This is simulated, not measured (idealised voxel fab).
The process module that follows is named voxel plated lines.
cross-section cut | 260 nm wide | cells 5 nm
Cross-section = grid of square cells, listed top down in bands; band = one or more rows.
Top height, bottom height, nm. Materials left to right, width each, nm. Single material + "throughout" = fills band edge to edge. "empty" = empty.
Height reference: 0 = level under which incoming wafer is all one material. Lowest band: no bottom, runs on downward, e.g. "z 0 and below".
Per-row width for "30 to 40": begins at first number (top row of band), ends at second number (bottom row), increment between rows held constant.
Given "everything unchanged" for a step, no cell of the cross-section differs between before and after that step.
Empty spaces without an open route to the top, at least 8 cells in extent, make up the entry "Sealed voids"; each is given as width x height at distance, where the distance is measured from the left edge, and all are in nm.
The remark found on a step's line after its settings is issued by the simulator itself and pertains to that step.
overlay nm: right-of-plan distance of the mask on a masked step; negative values mean left-of-plan.
The steps planned for the process are as follows
- 1: RECEIVE (material Si)
- 2: CONFORMAL_DEP (material SiN; thk nm 15)
- 3: DIRECTIONAL_DEP (material TiN; thk nm 5)
- 4: PATTERN (tone open; mask id LINES; material resist; width nm 15; pitch nm 30; thk nm 15; overlay nm 0)
- 5: EPI (material Ru; thk nm 10)
- 6: STRIP (etch materials resist)
- 7: DIRECTIONAL_ETCH (etch materials TiN; depth nm 5)
- 8: CONFORMAL_DEP (material SiCN; thk nm 10)
First out of two wafers; run went to plan
Step 1 complete: cross-section of the wafer as received
- z 0 and below  Si throughout
- Sealed voids: none
You're looking at a cross-section of the wafer after step 2
- z 15 to 0  SiN throughout
- Everything below 0 is unchanged.
You're looking at a cross-section of the wafer after step 3
- z 20 to 15  TiN throughout
- Everything below 15 is unchanged.
You're looking at a cross-section of the wafer after step 4
- z 35 to 20  resist=90 | empty=15 | resist=15 | empty=15 | resist=15 | empty=15 | resist=95
- Everything below 20 is unchanged.
You're looking at a cross-section of the wafer after step 5
- z 35 to 30  resist=90 | empty=15 | resist=15 | empty=15 | resist=15 | empty=15 | resist=95
- z 30 to 20  resist=90 | Ru=15 | resist=15 | Ru=15 | resist=15 | Ru=15 | resist=95
- Everything below 20 is unchanged.
You're looking at a cross-section of the wafer after step 6
- z 30 to 20  empty=90 | Ru=15 | empty=15 | Ru=15 | empty=15 | Ru=15 | empty=95
- Everything below 20 is unchanged.
You're looking at a cross-section of the wafer after step 7
- z 30 to 20  empty=90 | Ru=15 | empty=15 | Ru=15 | empty=15 | Ru=15 | empty=95
- z 20 to 15  empty=90 | TiN=15 | empty=15 | TiN=15 | empty=15 | TiN=15 | empty=95
- Everything below 15 is unchanged.
You're looking at a cross-section of the wafer after step 8
- z 40 to 30  empty=80 | SiCN=95 | empty=85
- z 30 to 25  empty=80 | SiCN=10 | Ru=15 | SiCN=15 | Ru=15 | SiCN=15 | Ru=15 | SiCN=10 | empty=85
- z 25 to 20  SiCN=90 | Ru=15 | SiCN=15 | Ru=15 | SiCN=15 | Ru=15 | SiCN=95
- z 20 to 15  SiCN=90 | TiN=15 | SiCN=15 | TiN=15 | SiCN=15 | TiN=15 | SiCN=95
- Everything below 15 is unchanged.
The Second Wafer: Common Origin and Plan, One Mistake in Execution, Identical to the First Through Step 3
Cross-section: second wafer, time at which step 4 was scheduled to end
- z 35 to 20  empty=90 | resist=15 | empty=15 | resist=15 | empty=15 | resist=15 | empty=95
- Everything below 20 is unchanged.
Cross-section: second wafer, time at which step 5 was scheduled to end
- z 35 to 30  empty=90 | resist=15 | empty=15 | resist=15 | empty=15 | resist=15 | empty=95
- z 30 to 20  Ru=90 | resist=15 | Ru=15 | resist=15 | Ru=15 | resist=15 | Ru=95
- Everything below 20 is unchanged.
Cross-section: second wafer, time at which step 6 was scheduled to end
- z 30 to 20  Ru=90 | empty=15 | Ru=15 | empty=15 | Ru=15 | empty=15 | Ru=95
- Everything below 20 is unchanged.
Cross-section: second wafer, time at which step 7 was scheduled to end
- z 30 to 20  Ru=90 | empty=15 | Ru=15 | empty=15 | Ru=15 | empty=15 | Ru=95
- z 20 to 15  TiN=90 | empty=15 | TiN=15 | empty=15 | TiN=15 | empty=15 | TiN=95
- Everything below 15 is unchanged.
Cross-section: second wafer, time at which step 8 was scheduled to end
- z 40 to 30  SiCN throughout
- z 30 to 20  Ru=90 | SiCN=15 | Ru=15 | SiCN=15 | Ru=15 | SiCN=15 | Ru=95
- z 20 to 15  TiN=90 | SiCN=15 | TiN=15 | SiCN=15 | TiN=15 | SiCN=15 | TiN=95
- Everything below 15 is unchanged.
Deviation noted in wafer processing: step 4 went in with a setting other than planned; the actual run was PATTERN (tone cover; mask id LINES; material resist; width nm 15; pitch nm 30; thk nm 15; overlay nm 0)
Final comparison by cell count, materials where the second wafer has more or fewer than the first: +68 Ru; -3 SiCN; +34 TiN
